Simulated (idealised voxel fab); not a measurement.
The following is a process module called voxel self aligned vias.
It is cross-section cut that appears here, measuring 255 nm in width, its square cells being 5 nm in size.
Bands, listed from the top down, are how a cross-section gets written in this document; the cross-section itself is a grid of square cells, and a band is one or more rows of them.
Quick guide to a band line: top height, bottom height (nm) up front; then every material left to right with its width in nm. Only one material and it's marked "throughout"? Then it fills the band edge to edge. And "blank" just means empty space.
For the purposes of this specification, 0 denotes the height below which the wafer in its as-received condition is composed wholly of one material, and the lowermost band, lacking a lower limit, extends downward without end, as expressed in "z 0 and below".
The notation "30->40" denotes a width that varies across the rows of cells in the band, beginning at the first number in the top row, finishing at the second number in the bottom row, and changing by an identical amount from each row to the next.
"left unchanged" -> step changed no cross-section cell.
"Voids, sealed" contains a list of empty spaces, each no smaller than 8 cells and without an open way to the top, written in the form width x height at distance with the distance from the left edge and all three in nm.
Text after the settings on a step's line: the simulator's own remark on that step.
A step's line can hold "overlay nm"; with a mask on that step, the setting says how far right of the planned place the mask lay, while a negative setting says it lay to the left.

These are the steps we planned for the process:
| 1 | RECEIVE,material Si |
| 2 | CONFORMAL_DEP,material SiO2,thk nm 15 |
| 3 | CONFORMAL_DEP,material SiCN,thk nm 5 |
| 4 | DIRECTIONAL_DEP,material SiO2,thk nm 30 |
| 5 | MASKED_ETCH,tone open,mask id LINES,width nm 25,pitch nm 65,etch materials SiO2,depth nm 30,overlay nm 0 |
| 6 | CONFORMAL_DEP,material TiN,thk nm 5 |
| 7 | FILL_DEP,material W,thk nm 5 |
| 8 | CMP,height nm 50 |
| 9 | SELECTIVE_ETCH,etch materials W Ru TiN,depth nm 5 |
| 10 | FILL_DEP,material SiN,thk nm 10 |
| 11 | CMP,height nm 50 |
| 12 | DIRECTIONAL_DEP,material SiO2,thk nm 20 |
| 13 | MASKED_ETCH,tone open,mask id VIAS,width nm 45,pitch nm 65,etch materials SiO2,depth nm 20,overlay nm 0 |
| 14 | MASKED_ETCH,tone open,mask id VIAS,width nm 45,pitch nm 65,etch materials SiN,depth nm 5,overlay nm 0 |
| 15 | CONFORMAL_DEP,material TiN,thk nm 5 |
| 16 | FILL_DEP,material Cu,thk nm 5 |
| 17 | CMP,height nm 70 |
| 18 | CONFORMAL_DEP,material SiCN,thk nm 5 |

Cross-section of the wafer upon arrival, representing the state reached after step 1:
> z 0 and below | Si throughout
> Voids, sealed: none

First wafer at the end, as planned:
> z 75 to 70 | SiCN throughout
> z 70 to 55 | 40 SiO2, then 5 TiN, then 35 Cu, then 5 TiN, then 20 SiO2, then 5 TiN, then 35 Cu, then 5 TiN, then 20 SiO2, then 5 TiN, then 35 Cu, then 5 TiN, then 40 SiO2
> z 55 to 50 | 40 SiO2, then 15 TiN, then 15 Cu, then 15 TiN, then 20 SiO2, then 15 TiN, then 15 Cu, then 15 TiN, then 20 SiO2, then 15 TiN, then 15 Cu, then 15 TiN, then 40 SiO2
> z 50 to 45 | 50 SiO2, then 25 TiN, then 40 SiO2, then 25 TiN, then 40 SiO2, then 25 TiN, then 50 SiO2
> z 45 to 25 | 50 SiO2, then 5 TiN, then 15 W, then 5 TiN, then 40 SiO2, then 5 TiN, then 15 W, then 5 TiN, then 40 SiO2, then 5 TiN, then 15 W, then 5 TiN, then 50 SiO2
> z 25 to 20 | 50 SiO2, then 25 TiN, then 40 SiO2, then 25 TiN, then 40 SiO2, then 25 TiN, then 50 SiO2
> z 20 to 15 | SiCN throughout
> z 15 to 0 | SiO2 throughout
> z 0 and below | Si throughout
> Voids, sealed: none

The second wafer, shown in cross-section after the module: started the same way as the first and given the same plan, yet one mistake crept into how it was run:
> z 75 to 70 | SiCN throughout
> z 70 to 65 | 40 SiN, then 45 TiN, then 20 SiN, then 45 TiN, then 20 SiN, then 45 TiN, then 40 SiN
> z 65 to 50 | SiN throughout
> z 50 to 45 | 50 SiO2, then 25 SiN, then 40 SiO2, then 25 SiN, then 40 SiO2, then 25 SiN, then 50 SiO2
> z 45 to 25 | 50 SiO2, then 5 TiN, then 15 W, then 5 TiN, then 40 SiO2, then 5 TiN, then 15 W, then 5 TiN, then 40 SiO2, then 5 TiN, then 15 W, then 5 TiN, then 50 SiO2
> z 25 to 20 | 50 SiO2, then 25 TiN, then 40 SiO2, then 25 TiN, then 40 SiO2, then 25 TiN, then 50 SiO2
> z 20 to 15 | SiCN throughout
> z 15 to 0 | SiO2 throughout
> z 0 and below | Si throughout
> Voids, sealed: none
So what did we get wrong on this run? heads up, step 12 didn't go per plan, it actually ran as DIRECTIONAL_DEP,material SiN,thk nm 20
Bottom line after processing is that, in cells, the second wafer is up or down on some materials versus the first: Cu -72, SiN +192, SiO2 -96, TiN -24
